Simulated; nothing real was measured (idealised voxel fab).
Process module name: voxel lift off
285 nm wide, 5 nm square cells: that's cross-section cut.
Each cross-section below is a grid of square cells, stated as bands in top-down order, with one or more rows of cells making up each band.
Basically the band line says how high the top is and how high the bottom is, in nm, and then what's in it from left to right, every material with its width in nm. Empty space shows up as "empty", and if a single material carries "throughout" it runs the full band edge to edge.
Zero point of the height axis is 0; under it, received wafer = one material. Lowest band: continues down indefinitely, "z 0 and below".
Graded width ("30..40"): value in top row of band = first number; value in bottom row = second number; row-to-row change constant.
"nothing different" for a step: no cell of the cross-section changed in that step.
Entry "Closed void roster" = empty spaces >= 8 cells with no open way to the top; each as width x height at distance, distance from left edge, all nm.
What comes after the settings on a step's line is commentary from the simulator itself on that step.
The setting "overlay nm" may be written on the line of a step. When the step uses a mask, the value reports how far to the right of the planned place the mask lay, and a negative value reports that it lay to the left.
[Below is the list of planned process steps]
1: RECEIVE,material Si
2: CONFORMAL_DEP,material Al2O3,thk nm 5
3: PATTERN,tone open,mask id LINES,material resist,width nm 20,pitch nm 50,thk nm 20,overlay nm 0
4: DIRECTIONAL_DEP,material Ru,thk nm 10
5: STRIP,etch materials resist
6: CONFORMAL_DEP,material SiN,thk nm 5
[Cross-section: wafer on arrival = after step 1]
- z 0 and below: Si throughout
- Closed void roster: none
[As-planned run: cross-section of the first of two wafers at end of module]
- z 20 to 15: 50 of empty, then 30 of SiN, then 20 of empty, then 30 of SiN, then 20 of empty, then 30 of SiN, then 20 of empty, then 30 of SiN, then 55 of empty
- z 15 to 10: 50 of empty, then 5 of SiN, then 20 of Ru, then 5 of SiN, then 20 of empty, then 5 of SiN, then 20 of Ru, then 5 of SiN, then 20 of empty, then 5 of SiN, then 20 of Ru, then 5 of SiN, then 20 of empty, then 5 of SiN, then 20 of Ru, then 5 of SiN, then 55 of empty
- z 10 to 5: 55 of SiN, then 20 of Ru, then 30 of SiN, then 20 of Ru, then 30 of SiN, then 20 of Ru, then 30 of SiN, then 20 of Ru, then 60 of SiN
- z 5 to 0: Al2O3 throughout
- z 0 and below: Si throughout
- Closed void roster: none
[Same start, same plan as the first wafer - but one mistake in the run. Cross-section of the second of the two at the end of the module]
- z 20 to 15: 45 of empty, then 40 of SiN, then 10 of empty, then 40 of SiN, then 10 of empty, then 40 of SiN, then 10 of empty, then 40 of SiN, then 50 of empty
- z 15 to 10: 45 of empty, then 5 of SiN, then 30 of Ru, then 5 of SiN, then 10 of empty, then 5 of SiN, then 30 of Ru, then 5 of SiN, then 10 of empty, then 5 of SiN, then 30 of Ru, then 5 of SiN, then 10 of empty, then 5 of SiN, then 30 of Ru, then 5 of SiN, then 50 of empty
- z 10 to 5: 50 of SiN, then 30 of Ru, then 20 of SiN, then 30 of Ru, then 20 of SiN, then 30 of Ru, then 20 of SiN, then 30 of Ru, then 55 of SiN
- z 5 to 0: Al2O3 throughout
- z 0 and below: Si throughout
- Closed void roster: none
Error vs. plan: not per plan at step 3, really ran PATTERN,tone open,mask id LINES,material resist,width nm 30,pitch nm 50,thk nm 20,overlay nm 0
Final tally in cells, some materials are higher or lower on the second wafer than on the first: Ru +16
